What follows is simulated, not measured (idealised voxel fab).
process module | voxel self aligned contacts
cross-section cut | 270 nm wide | cells 5 nm
A cross-section is a grid of square cells, given in bands from the top down. A band is one or more rows of cells.
Each band's line starts with the height of the band's top and of its bottom, in nm. Then come its materials from left to right, each with its width in nm. One material with "throughout" fills the band from edge to edge. "air" is empty space.
Height 0 is the level under which the wafer as received is all one material. The lowest band goes on downwards, as in "0 down".
A width such as "30 to 40" changes by the same amount from each row of cells to the next, from the band's top row to its bottom row.
"no change" after a step means that no cell of the cross-section changed.
closed voids: empty space of 8 cells or more with no open way to the top, each as width x height at its distance from the left edge, in nm
after a step's settings: what the simulator itself notes on the step
overlay nm, on a step with a mask: how far to the right of its planned place the mask lay; to the left if negative
plan
1 op RECEIVE | material Si
2 op OXIDIZE | depth nm 5
3 op DIRECTIONAL_DEP | material polySi | thk nm 30
4 op DIRECTIONAL_DEP | material SiN | thk nm 15
5 op MASKED_ETCH | tone cover | mask id GATE | width nm 25 | pitch nm 55 | etch materials SiN | depth nm 15 | overlay nm 0
6 op MASKED_ETCH | tone cover | mask id GATE | width nm 25 | pitch nm 55 | etch materials polySi | depth nm 30 | overlay nm 0
7 op CONFORMAL_DEP | material SiN | thk nm 5
8 op DIRECTIONAL_ETCH | etch materials SiN | depth nm 5
9 op FILL_DEP | material SiO2 | thk nm 10
10 op CMP | height nm 50
11 op MASKED_ETCH | tone open | mask id CONTACT | width nm 40 | pitch nm 55 | etch materials SiO2 | depth nm 55 | overlay nm 0
12 op CONFORMAL_DEP | material TiN | thk nm 5
13 op FILL_DEP | material Ru | thk nm 10
14 op CMP | height nm 50
15 op CONFORMAL_DEP | material SiCN | thk nm 5
as received, after step 1
  0 down: Si throughout
  closed voids: none
first wafer at the end, as planned
  55 to 50: SiCN throughout
  50 to 45: SiO2 85 | TiN 15 | Ru 10 | TiN 15 | SiO2 15 | TiN 15 | Ru 10 | TiN 15 | SiO2 90
  45 to 30: SiO2 60 | SiN 35 | TiN 5 | Ru 10 | TiN 5 | SiN 35 | TiN 5 | Ru 10 | TiN 5 | SiN 35 | SiO2 65
  30 to 0: SiO2 60 | SiN 5 | polySi 25 | SiN 5 | TiN 5 | Ru 10 | TiN 5 | SiN 5 | polySi 25 | SiN 5 | TiN 5 | Ru 10 | TiN 5 | SiN 5 | polySi 25 | SiN 5 | SiO2 65
  0 to -5: SiO2 95 | TiN 20 | SiO2 35 | TiN 20 | SiO2 100
  -5 down: Si throughout
  closed voids: none
second wafer at the end: like start, like plan, one mistake
  55 to 50: SiCN throughout
  50 to 45: SiO2 60 | SiN 35 | TiN 20 | SiN 35 | TiN 20 | SiN 35 | SiO2 65
  45 to 30: SiN throughout
  30 to 0: polySi throughout
  0 to -5: SiO2 throughout
  -5 down: Si throughout
  closed voids: none
what went wrong: step 4 was run twice
at the end the second wafer has, in cells: 40 fewer of Ru | 84 more of SiN | 230 fewer of SiO2 | 48 fewer of TiN | 234 more of polySi
